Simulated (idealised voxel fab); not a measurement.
The following is a process module called voxel gate over fins.
Section shown: cut. Width: 220 nm. Cell size: 5 nm, square.
A cross-section is written here as square cells arranged in a grid, and it is given in bands from the top down, each band taking up one or more rows of cells. For a band, the entry starts with two heights in nm, that of the top and then that of the bottom, and carries on with the band's materials in order from left to right, each alongside its width in nm; the word "full width" beside a single material means it fills the band edge to edge, and "empty" means empty space. Height datum 0, below which the as-received substrate wafer is one material. Lowest band open at the bottom, running downward: "top 0, no bottom". A width given as "30 to 40" starts at the first number in the band's top row and ends at the second number in its bottom row, shifting by an equal amount at every step from row to row. Reading "nothing was modified" for a step: not a cell of the cross-section changed in it. The list in "Entrapped voids" covers empty spaces of 8 cells or more that cannot reach the top through any open way, and it gives each as width x height at distance; the distance is from the left edge, and width, height and distance are in nm. Heads up: the bit after the settings on a step's line is the simulator's remark on that step. For masked steps, "overlay nm" on the step line gives how far right of plan the mask actually lay; a minus sign means it lay to the left.

### The steps planned for the process are as follows
step 1: RECEIVE | material Si
step 2: CONFORMAL_DEP | material SiN | thk nm 10
step 3: PATTERN | tone cover | mask id FINS | material resist | width nm 15 | pitch nm 50 | thk nm 15 | overlay nm 0
step 4: DIRECTIONAL_ETCH | etch materials SiN | depth nm 10
step 5: DIRECTIONAL_ETCH | etch materials Si | depth nm 35
step 6: STRIP | etch materials resist
step 7: OXIDIZE | depth nm 5
step 8: FILL_DEP | material SiO2 | thk nm 10
step 9: CMP | height nm 10
step 10: PATTERN | tone open | mask id RAIL | material resist | width nm 15 | thk nm 20 | overlay nm 0
step 11: DIRECTIONAL_ETCH | etch materials SiO2 | depth nm 40
step 12: STRIP | etch materials resist
step 13: CONFORMAL_DEP | material TiN | thk nm 5
step 14: FILL_DEP | material W | thk nm 5
step 15: CMP | height nm 10
step 16: SELECTIVE_ETCH | etch materials W Ru TiN | depth nm 30
step 17: FILL_DEP | material SiO2 | thk nm 5
step 18: CMP | height nm 10
step 19: SELECTIVE_ETCH | etch materials SiO2 | depth nm 25
step 20: STRIP | etch materials SiN
step 21: CONFORMAL_DEP | material HfO2 | thk nm 5
step 22: CONFORMAL_DEP | material TiN | thk nm 5
step 23: FILL_DEP | material W | thk nm 15
step 24: CMP | height nm 20
step 25: CONFORMAL_DEP | material SiCN | thk nm 10

### Run as planned: first of two wafers

### Incoming wafer, cross-sectional view, post step 1
- top 0, no bottom  Si full width
- Entrapped voids: none

### You're looking at a cross-section of the wafer after step 2
- top 10, bottom 0  SiN full width
- Below 0, the layers are the same as they were.

### You're looking at a cross-section of the wafer after step 3
- top 25, bottom 10  25 nm empty  15 nm resist  35 nm empty  15 nm resist  35 nm empty  15 nm resist  35 nm empty  15 nm resist  30 nm empty
- Below 10, the layers are the same as they were.

### You're looking at a cross-section of the wafer after step 4
- top 25, bottom 10  25 nm empty  15 nm resist  35 nm empty  15 nm resist  35 nm empty  15 nm resist  35 nm empty  15 nm resist  30 nm empty
- top 10, bottom 0  25 nm empty  15 nm SiN  35 nm empty  15 nm SiN  35 nm empty  15 nm SiN  35 nm empty  15 nm SiN  30 nm empty
- Below 0, the layers are the same as they were.

### You're looking at a cross-section of the wafer after step 5
- top 25, bottom 10  25 nm empty  15 nm resist  35 nm empty  15 nm resist  35 nm empty  15 nm resist  35 nm empty  15 nm resist  30 nm empty
- top 10, bottom 0  25 nm empty  15 nm SiN  35 nm empty  15 nm SiN  35 nm empty  15 nm SiN  35 nm empty  15 nm SiN  30 nm empty
- top 0, bottom -35  25 nm empty  15 nm Si  35 nm empty  15 nm Si  35 nm empty  15 nm Si  35 nm empty  15 nm Si  30 nm empty
- Below -35, the layers are the same as they were.

### You're looking at a cross-section of the wafer after step 6
- top 10, bottom 0  25 nm empty  15 nm SiN  35 nm empty  15 nm SiN  35 nm empty  15 nm SiN  35 nm empty  15 nm SiN  30 nm empty
- Below 0, the layers are the same as they were.

### You're looking at a cross-section of the wafer after step 7
- top 10, bottom 0  25 nm empty  15 nm SiN  35 nm empty  15 nm SiN  35 nm empty  15 nm SiN  35 nm empty  15 nm SiN  30 nm empty
- top 0, bottom -35  25 nm empty  5 nm SiO2  5 nm Si  5 nm SiO2  35 nm empty  5 nm SiO2  5 nm Si  5 nm SiO2  35 nm empty  5 nm SiO2  5 nm Si  5 nm SiO2  35 nm empty  5 nm SiO2  5 nm Si  5 nm SiO2  30 nm empty
- top -35, bottom -40  30 nm SiO2  5 nm Si  45 nm SiO2  5 nm Si  45 nm SiO2  5 nm Si  45 nm SiO2  5 nm Si  35 nm SiO2
- Below -40, the layers are the same as they were.

### You're looking at a cross-section of the wafer after step 8
- top 20, bottom 10  SiO2 full width
- top 10, bottom 0  25 nm SiO2  15 nm SiN  35 nm SiO2  15 nm SiN  35 nm SiO2  15 nm SiN  35 nm SiO2  15 nm SiN  30 nm SiO2
- top 0, bottom -40  30 nm SiO2  5 nm Si  45 nm SiO2  5 nm Si  45 nm SiO2  5 nm Si  45 nm SiO2  5 nm Si  35 nm SiO2
- Below -40, the layers are the same as they were.

### You're looking at a cross-section of the wafer after step 9
- top 10, bottom 0  25 nm SiO2  15 nm SiN  35 nm SiO2  15 nm SiN  35 nm SiO2  15 nm SiN  35 nm SiO2  15 nm SiN  30 nm SiO2
- Below 0, the layers are the same as they were.

### You're looking at a cross-section of the wafer after step 10
- top 30, bottom 10  50 nm resist  15 nm empty  155 nm resist
- Below 10, the layers are the same as they were.

### You're looking at a cross-section of the wafer after step 11
- top 30, bottom 10  50 nm resist  15 nm empty  155 nm resist
- top 10, bottom 0  25 nm SiO2  15 nm SiN  10 nm SiO2  15 nm empty  10 nm SiO2  15 nm SiN  35 nm SiO2  15 nm SiN  35 nm SiO2  15 nm SiN  30 nm SiO2
- top 0, bottom -30  30 nm SiO2  5 nm Si  15 nm SiO2  15 nm empty  15 nm SiO2  5 nm Si  45 nm SiO2  5 nm Si  45 nm SiO2  5 nm Si  35 nm SiO2
- Below -30, the layers are the same as they were.

### You're looking at a cross-section of the wafer after step 12
- top 10, bottom 0  25 nm SiO2  15 nm SiN  10 nm SiO2  15 nm empty  10 nm SiO2  15 nm SiN  35 nm SiO2  15 nm SiN  35 nm SiO2  15 nm SiN  30 nm SiO2
- Below 0, the layers are the same as they were.

### You're looking at a cross-section of the wafer after step 13
- top 15, bottom 10  55 nm TiN  5 nm empty  160 nm TiN
- top 10, bottom 0  25 nm SiO2  15 nm SiN  10 nm SiO2  5 nm TiN  5 nm empty  5 nm TiN  10 nm SiO2  15 nm SiN  35 nm SiO2  15 nm SiN  35 nm SiO2  15 nm SiN  30 nm SiO2
- top 0, bottom -25  30 nm SiO2  5 nm Si  15 nm SiO2  5 nm TiN  5 nm empty  5 nm TiN  15 nm SiO2  5 nm Si  45 nm SiO2  5 nm Si  45 nm SiO2  5 nm Si  35 nm SiO2
- top -25, bottom -30  30 nm SiO2  5 nm Si  15 nm SiO2  15 nm TiN  15 nm SiO2  5 nm Si  45 nm SiO2  5 nm Si  45 nm SiO2  5 nm Si  35 nm SiO2
- Below -30, the layers are the same as they were.

### You're looking at a cross-section of the wafer after step 14
- top 20, bottom 15  W full width
- top 15, bottom 10  55 nm TiN  5 nm W  160 nm TiN
- top 10, bottom 0  25 nm SiO2  15 nm SiN  10 nm SiO2  5 nm TiN  5 nm W  5 nm TiN  10 nm SiO2  15 nm SiN  35 nm SiO2  15 nm SiN  35 nm SiO2  15 nm SiN  30 nm SiO2
- top 0, bottom -25  30 nm SiO2  5 nm Si  15 nm SiO2  5 nm TiN  5 nm W  5 nm TiN  15 nm SiO2  5 nm Si  45 nm SiO2  5 nm Si  45 nm SiO2  5 nm Si  35 nm SiO2
- Below -25, the layers are the same as they were.

### You're looking at a cross-section of the wafer after step 15
- top 10, bottom 0  25 nm SiO2  15 nm SiN  10 nm SiO2  5 nm TiN  5 nm W  5 nm TiN  10 nm SiO2  15 nm SiN  35 nm SiO2  15 nm SiN  35 nm SiO2  15 nm SiN  30 nm SiO2
- Below 0, the layers are the same as they were.

### You're looking at a cross-section of the wafer after step 16
- top 10, bottom 0  25 nm SiO2  15 nm SiN  10 nm SiO2  15 nm empty  10 nm SiO2  15 nm SiN  35 nm SiO2  15 nm SiN  35 nm SiO2  15 nm SiN  30 nm SiO2
- top 0, bottom -20  30 nm SiO2  5 nm Si  15 nm SiO2  15 nm empty  15 nm SiO2  5 nm Si  45 nm SiO2  5 nm Si  45 nm SiO2  5 nm Si  35 nm SiO2
- Below -20, the layers are the same as they were.

### You're looking at a cross-section of the wafer after step 17
- top 15, bottom 10  SiO2 full width
- top 10, bottom 0  25 nm SiO2  15 nm SiN  35 nm SiO2  15 nm SiN  35 nm SiO2  15 nm SiN  35 nm SiO2  15 nm SiN  30 nm SiO2
- top 0, bottom -20  30 nm SiO2  5 nm Si  45 nm SiO2  5 nm Si  45 nm SiO2  5 nm Si  45 nm SiO2  5 nm Si  35 nm SiO2
- Below -20, the layers are the same as they were.

### You're looking at a cross-section of the wafer after step 18
- top 10, bottom 0  25 nm SiO2  15 nm SiN  35 nm SiO2  15 nm SiN  35 nm SiO2  15 nm SiN  35 nm SiO2  15 nm SiN  30 nm SiO2
- Below 0, the layers are the same as they were.

### You're looking at a cross-section of the wafer after step 19
- top 10, bottom 0  25 nm empty  15 nm SiN  35 nm empty  15 nm SiN  35 nm empty  15 nm SiN  35 nm empty  15 nm SiN  30 nm empty
- top 0, bottom -15  30 nm empty  5 nm Si  45 nm empty  5 nm Si  45 nm empty  5 nm Si  45 nm empty  5 nm Si  35 nm empty
- Below -15, the layers are the same as they were.

### You're looking at a cross-section of the wafer after step 20
- top 0, bottom -15  30 nm empty  5 nm Si  45 nm empty  5 nm Si  45 nm empty  5 nm Si  45 nm empty  5 nm Si  35 nm empty
- Below -15, the layers are the same as they were.

### You're looking at a cross-section of the wafer after step 21
- top 5, bottom 0  25 nm empty  15 nm HfO2  35 nm empty  15 nm HfO2  35 nm empty  15 nm HfO2  35 nm empty  15 nm HfO2  30 nm empty
- top 0, bottom -10  25 nm empty  5 nm HfO2  5 nm Si  5 nm HfO2  35 nm empty  5 nm HfO2  5 nm Si  5 nm HfO2  35 nm empty  5 nm HfO2  5 nm Si  5 nm HfO2  35 nm empty  5 nm HfO2  5 nm Si  5 nm HfO2  30 nm empty
- top -10, bottom -15  30 nm HfO2  5 nm Si  45 nm HfO2  5 nm Si  45 nm HfO2  5 nm Si  45 nm HfO2  5 nm Si  35 nm HfO2
- Below -15, the layers are the same as they were.

### You're looking at a cross-section of the wafer after step 22
- top 10, bottom 5  20 nm empty  25 nm TiN  25 nm empty  25 nm TiN  25 nm empty  25 nm TiN  25 nm empty  25 nm TiN  25 nm empty
- top 5, bottom 0  20 nm empty  5 nm TiN  15 nm HfO2  5 nm TiN  25 nm empty  5 nm TiN  15 nm HfO2  5 nm TiN  25 nm empty  5 nm TiN  15 nm HfO2  5 nm TiN  25 nm empty  5 nm TiN  15 nm HfO2  5 nm TiN  25 nm empty
- top 0, bottom -5  20 nm empty  5 nm TiN  5 nm HfO2  5 nm Si  5 nm HfO2  5 nm TiN  25 nm empty  5 nm TiN  5 nm HfO2  5 nm Si  5 nm HfO2  5 nm TiN  25 nm empty  5 nm TiN  5 nm HfO2  5 nm Si  5 nm HfO2  5 nm TiN  25 nm empty  5 nm TiN  5 nm HfO2  5 nm Si  5 nm HfO2  5 nm TiN  25 nm empty
- top -5, bottom -10  25 nm TiN  5 nm HfO2  5 nm Si  5 nm HfO2  35 nm TiN  5 nm HfO2  5 nm Si  5 nm HfO2  35 nm TiN  5 nm HfO2  5 nm Si  5 nm HfO2  35 nm TiN  5 nm HfO2  5 nm Si  5 nm HfO2  30 nm TiN
- Below -10, the layers are the same as they were.

### You're looking at a cross-section of the wafer after step 23
- top 25, bottom 10  W full width
- top 10, bottom 5  20 nm W  25 nm TiN  25 nm W  25 nm TiN  25 nm W  25 nm TiN  25 nm W  25 nm TiN  25 nm W
- top 5, bottom 0  20 nm W  5 nm TiN  15 nm HfO2  5 nm TiN  25 nm W  5 nm TiN  15 nm HfO2  5 nm TiN  25 nm W  5 nm TiN  15 nm HfO2  5 nm TiN  25 nm W  5 nm TiN  15 nm HfO2  5 nm TiN  25 nm W
- top 0, bottom -5  20 nm W  5 nm TiN  5 nm HfO2  5 nm Si  5 nm HfO2  5 nm TiN  25 nm W  5 nm TiN  5 nm HfO2  5 nm Si  5 nm HfO2  5 nm TiN  25 nm W  5 nm TiN  5 nm HfO2  5 nm Si  5 nm HfO2  5 nm TiN  25 nm W  5 nm TiN  5 nm HfO2  5 nm Si  5 nm HfO2  5 nm TiN  25 nm W
- Below -5, the layers are the same as they were.

### You're looking at a cross-section of the wafer after step 24
- top 20, bottom 10  W full width
- Below 10, the layers are the same as they were.

### You're looking at a cross-section of the wafer after step 25
- top 30, bottom 20  SiCN full width
- Below 20, the layers are the same as they were.

### Notes, second wafer: start = first wafer's, plan = first wafer's, execution had one mistake; history identical to first through step 7

### Here is the second wafer in cross-section at the point where step 8 of the plan should have been done
- top 20, bottom 10  HfO2 full width
- top 10, bottom 0  25 nm HfO2  15 nm SiN  35 nm HfO2  15 nm SiN  35 nm HfO2  15 nm SiN  35 nm HfO2  15 nm SiN  30 nm HfO2
- top 0, bottom -35  25 nm HfO2  5 nm SiO2  5 nm Si  5 nm SiO2  35 nm HfO2  5 nm SiO2  5 nm Si  5 nm SiO2  35 nm HfO2  5 nm SiO2  5 nm Si  5 nm SiO2  35 nm HfO2  5 nm SiO2  5 nm Si  5 nm SiO2  30 nm HfO2
- Below -35, the layers are the same as they were.

### Here is the second wafer in cross-section at the point where step 9 of the plan should have been done
- top 10, bottom 0  25 nm HfO2  15 nm SiN  35 nm HfO2  15 nm SiN  35 nm HfO2  15 nm SiN  35 nm HfO2  15 nm SiN  30 nm HfO2
- Below 0, the layers are the same as they were.

### Here is the second wafer in cross-section at the point where step 10 of the plan should have been done
- top 30, bottom 10  50 nm resist  15 nm empty  155 nm resist
- Below 10, the layers are the same as they were.

Here is the second wafer in cross-section at the point where step 11 of the plan should have been done: nothing was modified

### Here is the second wafer in cross-section at the point where step 12 of the plan should have been done
- top 10, bottom 0  25 nm HfO2  15 nm SiN  35 nm HfO2  15 nm SiN  35 nm HfO2  15 nm SiN  35 nm HfO2  15 nm SiN  30 nm HfO2
- Below 0, the layers are the same as they were.

### Here is the second wafer in cross-section at the point where step 13 of the plan should have been done
- top 15, bottom 10  TiN full width
- Below 10, the layers are the same as they were.

### Here is the second wafer in cross-section at the point where step 14 of the plan should have been done
- top 20, bottom 15  W full width
- Below 15, the layers are the same as they were.

### Here is the second wafer in cross-section at the point where step 15 of the plan should have been done
- top 10, bottom 0  25 nm HfO2  15 nm SiN  35 nm HfO2  15 nm SiN  35 nm HfO2  15 nm SiN  35 nm HfO2  15 nm SiN  30 nm HfO2
- Below 0, the layers are the same as they were.

Here is the second wafer in cross-section at the point where step 16 of the plan should have been done: nothing was modified

### Here is the second wafer in cross-section at the point where step 17 of the plan should have been done
- top 15, bottom 10  SiO2 full width
- Below 10, the layers are the same as they were.

### Here is the second wafer in cross-section at the point where step 18 of the plan should have been done
- top 10, bottom 0  25 nm HfO2  15 nm SiN  35 nm HfO2  15 nm SiN  35 nm HfO2  15 nm SiN  35 nm HfO2  15 nm SiN  30 nm HfO2
- Below 0, the layers are the same as they were.

Here is the second wafer in cross-section at the point where step 19 of the plan should have been done: nothing was modified

### Here is the second wafer in cross-section at the point where step 20 of the plan should have been done
- top 10, bottom 0  25 nm HfO2  15 nm empty  35 nm HfO2  15 nm empty  35 nm HfO2  15 nm empty  35 nm HfO2  15 nm empty  30 nm HfO2
- Below 0, the layers are the same as they were.

### Here is the second wafer in cross-section at the point where step 21 of the plan should have been done
- top 15, bottom 5  30 nm HfO2  5 nm empty  45 nm HfO2  5 nm empty  45 nm HfO2  5 nm empty  45 nm HfO2  5 nm empty  35 nm HfO2
- top 5, bottom 0  HfO2 full width
- Below 0, the layers are the same as they were.

### Here is the second wafer in cross-section at the point where step 22 of the plan should have been done
- top 20, bottom 15  TiN full width
- top 15, bottom 5  30 nm HfO2  5 nm TiN  45 nm HfO2  5 nm TiN  45 nm HfO2  5 nm TiN  45 nm HfO2  5 nm TiN  35 nm HfO2
- Below 5, the layers are the same as they were.

### Here is the second wafer in cross-section at the point where step 23 of the plan should have been done
- top 35, bottom 20  W full width
- Below 20, the layers are the same as they were.

### Here is the second wafer in cross-section at the point where step 24 of the plan should have been done
- top 20, bottom 15  TiN full width
- Below 15, the layers are the same as they were.

### Here is the second wafer in cross-section at the point where step 25 of the plan should have been done
- top 30, bottom 20  SiCN full width
- Below 20, the layers are the same as they were.
Processing error: so step 8 ended up running with a different setting than we planned, it ran as FILL_DEP | material HfO2 | thk nm 10
FYI, end of process, the second wafer has more or fewer cells of some materials than the first: +280 HfO2; -98 SiO2; -21 TiN; -161 W
